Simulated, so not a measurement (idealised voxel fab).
A process module follows: voxel fin reveal.
This is section cut - it's 230 nm across, gridded in 5 nm square cells.
Cross-section spec: square-cell grid; bands listed top down; each band is one or more rows.
Read a band's entry like this: the first values are the height of its top and the height of its bottom in nm, and what follows is the sequence of materials from left to right, each with its width in nm. Note that "air" is empty space, and that a single material marked "throughout" reaches across the band from edge to edge.
Beneath 0, the wafer as received is one material, and that level is where height counting begins. The lowest band goes on downward without a bottom; it is written like "0 nm and below".
The expression "30..40" gives the width at the extremes of the band, the first number at its top row of cells and the second at its bottom row, with the width changing by equal amounts from each row to the next in between.
A step reported as "remained unchanged" is a step in which no cell of the cross-section changed.
"Closed void catalog" lists enclosed empty spaces (at least 8 cells, no open path upward to the top), each as width x height at distance from the left edge, in nm.
That trailing text on a step's line, after the settings, is the simulator's own remark on the step.
"overlay nm", when on a step's line for a step with a mask, measures how far to the right of its planned place the mask lay; a negative measure means to the left.
The planned process steps are enumerated hereunder:
1: RECEIVE | material Si
2: CONFORMAL_DEP | material SiN | thk nm 10
3: PATTERN | tone cover | mask id FINS | material resist | width nm 15 | pitch nm 35 | thk nm 20 | overlay nm 0
4: DIRECTIONAL_ETCH | etch materials SiN | depth nm 10
5: DIRECTIONAL_ETCH | etch materials Si | depth nm 40
6: STRIP | etch materials resist
7: OXIDIZE | depth nm 5
8: FILL_DEP | material SiO2 | thk nm 15
9: CMP | height nm 10
10: SELECTIVE_ETCH | etch materials SiO2 | depth nm 20
11: STRIP | etch materials SiN
12: CONFORMAL_DEP | material SiO2 | thk nm 5
On the first of the two wafers: run conducted according to plan:
Cross-section: wafer on arrival = after step 1:
  0 nm and below  Si throughout
  Closed void catalog: none
Take a look at the wafer's cross-section after step 2:
  10 nm to 0 nm  SiN throughout
  Under the height 0 nothing was changed.
Take a look at the wafer's cross-section after step 3:
  30 nm to 10 nm  air 90; resist 15; air 20; resist 15; air 90
  Under the height 10 nothing was changed.
Take a look at the wafer's cross-section after step 4:
  30 nm to 10 nm  air 90; resist 15; air 20; resist 15; air 90
  10 nm to 0 nm  air 90; SiN 15; air 20; SiN 15; air 90
  Under the height 0 nothing was changed.
Take a look at the wafer's cross-section after step 5:
  30 nm to 10 nm  air 90; resist 15; air 20; resist 15; air 90
  10 nm to 0 nm  air 90; SiN 15; air 20; SiN 15; air 90
  0 nm to -40 nm  air 90; Si 15; air 20; Si 15; air 90
  Under the height -40 nothing was changed.
Take a look at the wafer's cross-section after step 6:
  10 nm to 0 nm  air 90; SiN 15; air 20; SiN 15; air 90
  Under the height 0 nothing was changed.
Take a look at the wafer's cross-section after step 7:
  10 nm to 0 nm  air 90; SiN 15; air 20; SiN 15; air 90
  0 nm to -40 nm  air 90; SiO2 5; Si 5; SiO2 5; air 20; SiO2 5; Si 5; SiO2 5; air 90
  -40 nm to -45 nm  SiO2 95; Si 5; SiO2 30; Si 5; SiO2 95
  Under the height -45 nothing was changed.
Take a look at the wafer's cross-section after step 8:
  25 nm to 10 nm  SiO2 throughout
  10 nm to 0 nm  SiO2 90; SiN 15; SiO2 20; SiN 15; SiO2 90
  0 nm to -45 nm  SiO2 95; Si 5; SiO2 30; Si 5; SiO2 95
  Under the height -45 nothing was changed.
Take a look at the wafer's cross-section after step 9:
  10 nm to 0 nm  SiO2 90; SiN 15; SiO2 20; SiN 15; SiO2 90
  Under the height 0 nothing was changed.
Take a look at the wafer's cross-section after step 10:
  10 nm to 0 nm  air 90; SiN 15; air 20; SiN 15; air 90
  0 nm to -10 nm  air 95; Si 5; air 30; Si 5; air 95
  Under the height -10 nothing was changed.
Take a look at the wafer's cross-section after step 11:
  0 nm to -10 nm  air 95; Si 5; air 30; Si 5; air 95
  Under the height -10 nothing was changed.
Take a look at the wafer's cross-section after step 12:
  5 nm to 0 nm  air 90; SiO2 15; air 20; SiO2 15; air 90
  0 nm to -5 nm  air 90; SiO2 5; Si 5; SiO2 5; air 20; SiO2 5; Si 5; SiO2 5; air 90
  -5 nm to -45 nm  SiO2 95; Si 5; SiO2 30; Si 5; SiO2 95
  Under the height -45 nothing was changed.
Second Wafer (Identical Start and Plan, One Processing Error; Matches First Wafer Through Step 10):
Second wafer, sectioned view, at step 11's planned end time:
  10 nm to 0 nm  air 90; SiN 15; air 20; SiN 15; air 90
  0 nm to -45 nm  air 95; Si 5; air 30; Si 5; air 95
  Under the height -45 nothing was changed.
Second wafer, sectioned view, at step 12's planned end time:
  15 nm to 10 nm  air 85; SiO2 25; air 10; SiO2 25; air 85
  10 nm to 0 nm  air 85; SiO2 5; SiN 15; SiO2 5; air 10; SiO2 5; SiN 15; SiO2 5; air 85
  0 nm to -5 nm  air 85; SiO2 10; Si 5; SiO2 10; air 10; SiO2 10; Si 5; SiO2 10; air 85
  -5 nm to -40 nm  air 90; SiO2 5; Si 5; SiO2 5; air 20; SiO2 5; Si 5; SiO2 5; air 90
  -40 nm to -45 nm  SiO2 95; Si 5; SiO2 30; Si 5; SiO2 95
  Under the height -45 nothing was changed.
Processing error: step 11 was not run as planned; what actually ran was STRIP | etch materials SiO2
Wrapping up, a cell-based count of both wafers puts the second over or under the first for these materials: +12 SiN | -264 SiO2
